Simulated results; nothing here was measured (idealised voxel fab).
The name of this process module is voxel trench capacitor.
Cross-sectional view cut (width: 250 nm; square cell size: 5 nm).
We lay out every cross-section as a grid of square cells and spell it out in bands from the top down, where one band means one or more rows of cells. Band: top and bottom heights (nm) first, top before bottom; then materials from left to right, widths in nm. "throughout" marks a sole material filling the band edge to edge. "blank" denotes empty space. Heads up on the height convention: 0 is the point under which the incoming wafer is all one material, and the lowest band has no bottom, it just keeps going down, like "0 -> down". The expression "30 to 40" gives the width at the extremes of the band, the first number at its top row of cells and the second at its bottom row, with the width changing by equal amounts from each row to the next in between. For the purposes of this document, the phrase "no change occurred" attached to a step denotes that no cell within the cross-section was modified by that step. Any empty space of 8 cells or more lacking an open way to the top shows up in "Unvented internal voids" as width x height at distance, distance from the left edge, in nm. Text after the settings on a step's line: the simulator's own remark on that step. overlay nm: step with mask; distance mask lay right of planned place; negative value = left of planned place.

**The process steps that were planned are listed below**
1,RECEIVE with material Si
2,CONFORMAL_DEP with material SiN, thk nm 10
3,PATTERN with tone open, mask id TRENCH, material resist, width nm 20, pitch nm 40, thk nm 20, overlay nm 0
4,DIRECTIONAL_ETCH with etch materials SiN, depth nm 10
5,DIRECTIONAL_ETCH with etch materials Si, depth nm 35
6,STRIP with etch materials resist
7,CONFORMAL_DEP with material Al2O3, thk nm 5
8,FILL_DEP with material polySi, thk nm 5
9,CMP with height nm 10

**The first of two wafers, run as planned**

**Cross-section: wafer on arrival = after step 1**
    0 -> down: Si throughout
    Unvented internal voids: none

**So this is the wafer cross-section right after step 2**
    10 -> 0: SiN throughout
    Lower than 0, everything is as it was.

**So this is the wafer cross-section right after step 3**
    30 -> 10: resist 95, then blank 20, then resist 20, then blank 20, then resist 95
    Lower than 10, everything is as it was.

**So this is the wafer cross-section right after step 4**
    30 -> 10: resist 95, then blank 20, then resist 20, then blank 20, then resist 95
    10 -> 0: SiN 95, then blank 20, then SiN 20, then blank 20, then SiN 95
    Lower than 0, everything is as it was.

**So this is the wafer cross-section right after step 5**
    30 -> 10: resist 95, then blank 20, then resist 20, then blank 20, then resist 95
    10 -> 0: SiN 95, then blank 20, then SiN 20, then blank 20, then SiN 95
    0 -> -35: Si 95, then blank 20, then Si 20, then blank 20, then Si 95
    Lower than -35, everything is as it was.

**So this is the wafer cross-section right after step 6**
    10 -> 0: SiN 95, then blank 20, then SiN 20, then blank 20, then SiN 95
    Lower than 0, everything is as it was.

**So this is the wafer cross-section right after step 7**
    15 -> 10: Al2O3 100, then blank 10, then Al2O3 30, then blank 10, then Al2O3 100
    10 -> 0: SiN 95, then Al2O3 5, then blank 10, then Al2O3 5, then SiN 20, then Al2O3 5, then blank 10, then Al2O3 5, then SiN 95
    0 -> -30: Si 95, then Al2O3 5, then blank 10, then Al2O3 5, then Si 20, then Al2O3 5, then blank 10, then Al2O3 5, then Si 95
    -30 -> -35: Si 95, then Al2O3 20, then Si 20, then Al2O3 20, then Si 95
    Lower than -35, everything is as it was.

**So this is the wafer cross-section right after step 8**
    20 -> 15: polySi throughout
    15 -> 10: Al2O3 100, then polySi 10, then Al2O3 30, then polySi 10, then Al2O3 100
    10 -> 0: SiN 95, then Al2O3 5, then polySi 10, then Al2O3 5, then SiN 20, then Al2O3 5, then polySi 10, then Al2O3 5, then SiN 95
    0 -> -30: Si 95, then Al2O3 5, then polySi 10, then Al2O3 5, then Si 20, then Al2O3 5, then polySi 10, then Al2O3 5, then Si 95
    Lower than -30, everything is as it was.

**So this is the wafer cross-section right after step 9**
    10 -> 0: SiN 95, then Al2O3 5, then polySi 10, then Al2O3 5, then SiN 20, then Al2O3 5, then polySi 10, then Al2O3 5, then SiN 95
    Lower than 0, everything is as it was.

**Second wafer. Start and plan as for the first. One mistake made in running. Agrees with the first up to and including step 2**

**when step 3 should have ended**
    30 -> 10: resist 100, then blank 15, then resist 25, then blank 15, then resist 95
    Lower than 10, everything is as it was.

**when step 4 should have ended**
    30 -> 10: resist 100, then blank 15, then resist 25, then blank 15, then resist 95
    10 -> 0: SiN 100, then blank 15, then SiN 25, then blank 15, then SiN 95
    Lower than 0, everything is as it was.

**when step 5 should have ended**
    30 -> 10: resist 100, then blank 15, then resist 25, then blank 15, then resist 95
    10 -> 0: SiN 100, then blank 15, then SiN 25, then blank 15, then SiN 95
    0 -> -35: Si 100, then blank 15, then Si 25, then blank 15, then Si 95
    Lower than -35, everything is as it was.

**when step 6 should have ended**
    10 -> 0: SiN 100, then blank 15, then SiN 25, then blank 15, then SiN 95
    Lower than 0, everything is as it was.

**when step 7 should have ended**
    15 -> 10: Al2O3 105, then blank 5, then Al2O3 35, then blank 5, then Al2O3 100
    10 -> 0: SiN 100, then Al2O3 5, then blank 5, then Al2O3 5, then SiN 25, then Al2O3 5, then blank 5, then Al2O3 5, then SiN 95
    0 -> -30: Si 100, then Al2O3 5, then blank 5, then Al2O3 5, then Si 25, then Al2O3 5, then blank 5, then Al2O3 5, then Si 95
    -30 -> -35: Si 100, then Al2O3 15, then Si 25, then Al2O3 15, then Si 95
    Lower than -35, everything is as it was.

**when step 8 should have ended**
    20 -> 15: polySi throughout
    15 -> 10: Al2O3 105, then polySi 5, then Al2O3 35, then polySi 5, then Al2O3 100
    10 -> 0: SiN 100, then Al2O3 5, then polySi 5, then Al2O3 5, then SiN 25, then Al2O3 5, then polySi 5, then Al2O3 5, then SiN 95
    0 -> -30: Si 100, then Al2O3 5, then polySi 5, then Al2O3 5, then Si 25, then Al2O3 5, then polySi 5, then Al2O3 5, then Si 95
    Lower than -30, everything is as it was.

**when step 9 should have ended**
    10 -> 0: SiN 100, then Al2O3 5, then polySi 5, then Al2O3 5, then SiN 25, then Al2O3 5, then polySi 5, then Al2O3 5, then SiN 95
    Lower than 0, everything is as it was.
Misprocessing identified: off-plan run, step 3, actual operation and settings PATTERN with tone open, mask id TRENCH, material resist, width nm 15, pitch nm 40, thk nm 20, overlay nm 0
Final wafer comparison in cells, second versus first, more or fewer per material: -2 Al2O3 | +14 Si | +4 SiN | -16 polySi
